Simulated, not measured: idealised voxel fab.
This is a process module. Its name is voxel capacitor over wiring.
It is cross-section cut that appears here, measuring 200 nm in width, its square cells being 5 nm in size.
We lay out every cross-section as a grid of square cells and spell it out in bands from the top down, where one band means one or more rows of cells. Band: top and bottom heights (nm) first, top before bottom; then materials from left to right, widths in nm. "full width" marks a sole material filling the band edge to edge. "blank" denotes empty space. A quick word on heights: they are counted from 0, and under that level the wafer as it came to us is one material throughout. The lowest band is different from the rest in having no bottom; it simply continues downward, written as in "0..down". The width entry "30 to 40" should be interpreted row by row: the top row of cells in the band takes the first number, the bottom row takes the second number, and the change between adjacent rows is uniform throughout. Where a step carries "nothing changed", the cross-section came out of it unchanged, cell for cell. If an empty space has no open way to the top and is at least 8 cells in size, "Unvented cavities" lists it, written width x height at distance, where distance is measured from the left edge and every value is in nm. Heads up: the bit after the settings on a step's line is the simulator's remark on that step. The setting "overlay nm" may be written on the line of a step. When the step uses a mask, the value reports how far to the right of the planned place the mask lay, and a negative value reports that it lay to the left.

-- So here's the lineup of process steps we planned
1 RECEIVE: material Si
2 CONFORMAL_DEP: material SiO2, thk nm 10
3 CONFORMAL_DEP: material SiCN, thk nm 5
4 DIRECTIONAL_DEP: material SiO2, thk nm 15
5 MASKED_ETCH: tone open, mask id METAL_1, width nm 20, pitch nm 70, etch materials SiO2, depth nm 15, overlay nm 0
6 MASKED_ETCH: tone open, mask id METAL_1, width nm 20, pitch nm 70, etch materials SiCN, depth nm 5, overlay nm 0
7 CONFORMAL_DEP: material TiN, thk nm 5
8 FILL_DEP: material W, thk nm 10
9 CMP: height nm 30
10 CONFORMAL_DEP: material SiCN, thk nm 5
11 DIRECTIONAL_DEP: material lowk, thk nm 20
12 PATTERN: tone open, mask id PLUG_1, material resist, width nm 15, thk nm 20, overlay nm 0
13 DIRECTIONAL_ETCH: etch materials lowk, depth nm 20
14 DIRECTIONAL_ETCH: etch materials SiCN, depth nm 5
15 STRIP: etch materials resist
16 CONFORMAL_DEP: material TiN, thk nm 5
17 FILL_DEP: material Cu, thk nm 10
18 CMP: height nm 55
19 DIRECTIONAL_DEP: material TiN, thk nm 5
20 DIRECTIONAL_DEP: material Al2O3, thk nm 5
21 DIRECTIONAL_DEP: material TiN, thk nm 10
22 MASKED_ETCH: tone cover, mask id UPPER_PLATE, width nm 55, etch materials TiN, depth nm 10, overlay nm 0
23 MASKED_ETCH: tone cover, mask id UPPER_PLATE, width nm 55, etch materials Al2O3, depth nm 5, overlay nm 0
24 MASKED_ETCH: tone cover, mask id LOWER_PLATE, width nm 65, etch materials TiN, depth nm 5, overlay nm 0
25 FILL_DEP: material SiO2, thk nm 15
26 CMP: height nm 85
27 MASKED_ETCH: tone open, mask id PLUG_2, width nm 15, etch materials SiO2, depth nm 10, overlay nm 0
28 CONFORMAL_DEP: material TiN, thk nm 5
29 FILL_DEP: material Cu, thk nm 10
30 CMP: height nm 85
31 CONFORMAL_DEP: material SiN, thk nm 5

-- Wafer cross-section on receipt, i.e. after step 1
* 0..down = Si full width
* Unvented cavities: none

-- Wafer cross-section at end of module: start and plan as shown above, one execution error
* 90..85 = SiN full width
* 85..80 = 70 nm SiO2; 5 nm TiN; 5 nm Cu; 5 nm TiN; 115 nm SiO2
* 80..75 = 70 nm SiO2; 15 nm TiN; 115 nm SiO2
* 75..70 = SiO2 full width
* 70..65 = 60 nm SiO2; 55 nm TiN; 85 nm SiO2
* 65..60 = 60 nm SiO2; 55 nm Al2O3; 85 nm SiO2
* 60..55 = 55 nm TiN; 5 nm SiO2; 55 nm TiN; 5 nm SiO2; 80 nm TiN
* 55..35 = 60 nm lowk; 5 nm TiN; 5 nm Cu; 5 nm TiN; 125 nm lowk
* 35..30 = 60 nm SiCN; 15 nm TiN; 125 nm SiCN
* 30..15 = 55 nm SiO2; 5 nm TiN; 10 nm W; 5 nm TiN; 50 nm SiO2; 5 nm TiN; 10 nm W; 5 nm TiN; 55 nm SiO2
* 15..10 = 55 nm SiCN; 20 nm TiN; 50 nm SiCN; 20 nm TiN; 55 nm SiCN
* 10..0 = SiO2 full width
* 0..down = Si full width
* Unvented cavities: none
Misprocessing identified: heads up, step 24 didn't go per plan, it actually ran as MASKED_ETCH: tone open, mask id LOWER_PLATE, width nm 65, etch materials TiN, depth nm 5, overlay nm 0
